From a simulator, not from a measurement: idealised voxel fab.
Presented below is a process module, voxel capacitor over wiring.
Square cell edge 5 nm, section width 240 nm, ID cut.
The cross-sections in this document take the form of a grid made of square cells. They are written out as bands, in order from top to bottom. Each band consists of one or more rows of cells.
What a band's entry tells you: where the top is and where the bottom is, as heights in nm, and after that what lies inside, material by material from left to right, each with its width in nm. Empty space is written as the word "empty", and a single material marked with the word "throughout" occupies the band from edge to edge.
Basically, 0 is our baseline, since under it the wafer straight out of the box is all one material. The bottom band has no lower end and keeps on going down, so it looks like "0 -> down".
Width spec "30..40" -> top row of cells at first value, bottom row at second value, equal per-row change in between.
"remains unaltered", as given for a step, is the statement that not any cell of the cross-section underwent a change during that step.
"Sealed-off cavities" - sealed voids, min. 8 cells, no opening to top; format: width x height at distance (distance from left edge; nm throughout).
Post-settings text on a step line: simulator's own remark regarding the step.
You can add "overlay nm" to a step's line. For a step with a mask, it describes how far the mask lay to the right of its planned position, and a negative number describes a lay to the left.
BELOW IS THE LIST OF PLANNED PROCESS STEPS
| 1 | RECEIVE, material Si |
| 2 | CONFORMAL_DEP, material SiO2, thk nm 15 |
| 3 | DIRECTIONAL_DEP, material TiN, thk nm 5 |
| 4 | DIRECTIONAL_DEP, material W, thk nm 25 |
| 5 | MASKED_ETCH, tone cover, mask id METAL_1, width nm 20, pitch nm 80, etch materials W, depth nm 25, overlay nm 0 |
| 6 | MASKED_ETCH, tone cover, mask id METAL_1, width nm 20, pitch nm 80, etch materials TiN, depth nm 5, overlay nm 0 |
| 7 | CONFORMAL_DEP, material SiN, thk nm 5 |
| 8 | FILL_DEP, material lowk, thk nm 10 |
| 9 | CMP, height nm 45 |
| 10 | CONFORMAL_DEP, material SiCN, thk nm 5 |
| 11 | DIRECTIONAL_DEP, material SiO2, thk nm 10 |
| 12 | MASKED_ETCH, tone open, mask id PLUG_1, width nm 15, etch materials SiO2, depth nm 10, overlay nm 0 |
| 13 | MASKED_ETCH, tone open, mask id PLUG_1, width nm 15, etch materials SiCN, depth nm 5, overlay nm 0 |
| 14 | EPI, material Ru, thk nm 10 |
| 15 | EPI, material Ru, thk nm 5 |
| 16 | DIRECTIONAL_DEP, material TiN, thk nm 5 |
| 17 | DIRECTIONAL_DEP, material Al2O3, thk nm 5 |
| 18 | DIRECTIONAL_DEP, material TiN, thk nm 10 |
| 19 | PATTERN, tone cover, mask id UPPER_PLATE, material resist, width nm 65, thk nm 20, overlay nm 0 |
| 20 | DIRECTIONAL_ETCH, etch materials TiN, depth nm 10 |
| 21 | DIRECTIONAL_ETCH, etch materials Al2O3, depth nm 5 |
| 22 | STRIP, etch materials resist |
| 23 | PATTERN, tone cover, mask id LOWER_PLATE, material resist, width nm 75, thk nm 15, overlay nm 0 |
| 24 | DIRECTIONAL_ETCH, etch materials TiN, depth nm 5 |
| 25 | STRIP, etch materials resist |
| 26 | FILL_DEP, material SiO2, thk nm 15 |
| 27 | CMP, height nm 90 |
| 28 | PATTERN, tone open, mask id PLUG_2, material resist, width nm 15, thk nm 20, overlay nm 0 |
| 29 | DIRECTIONAL_ETCH, etch materials SiO2, depth nm 10 |
| 30 | STRIP, etch materials resist |
| 31 | CONFORMAL_DEP, material TiN, thk nm 5 |
| 32 | FILL_DEP, material Cu, thk nm 10 |
| 33 | CMP, height nm 90 |
| 34 | CONFORMAL_DEP, material SiN, thk nm 5 |
CROSS-SECTION, INCOMING MATERIAL, AFTER STEP 1
0 -> down  Si throughout
Sealed-off cavities: none
WAFER CROSS-SECTION AT END OF MODULE: START AND PLAN AS SHOWN ABOVE, ONE EXECUTION ERROR
95 -> 90  SiN throughout
90 -> 85  SiO2: 85  TiN: 5  Cu: 5  TiN: 5  SiO2: 140
85 -> 80  SiO2: 85  TiN: 15  SiO2: 140
80 -> 70  SiO2: 75  TiN: 15  SiO2: 150
70 -> 65  SiO2: 75  Al2O3: 15  TiN: 50  SiO2: 100
65 -> 60  SiO2: 75  TiN: 65  SiO2: 100
60 -> 55  SiO2: 90  Al2O3: 50  SiO2: 100
55 -> 50  SiO2: 70  TiN: 5  SiO2: 15  TiN: 55  SiO2: 95
50 -> 45  SiCN throughout
45 -> 20  lowk: 65  SiN: 5  W: 20  SiN: 5  lowk: 50  SiN: 5  W: 20  SiN: 5  lowk: 65
20 -> 15  SiN: 70  TiN: 20  SiN: 60  TiN: 20  SiN: 70
15 -> 0  SiO2 throughout
0 -> down  Si throughout
Sealed-off cavities: none
Nonconformance to the process plan: step 12: run off-plan, actual operation and settings MASKED_ETCH, tone cover, mask id PLUG_1, width nm 15, etch materials SiO2, depth nm 10, overlay nm 0
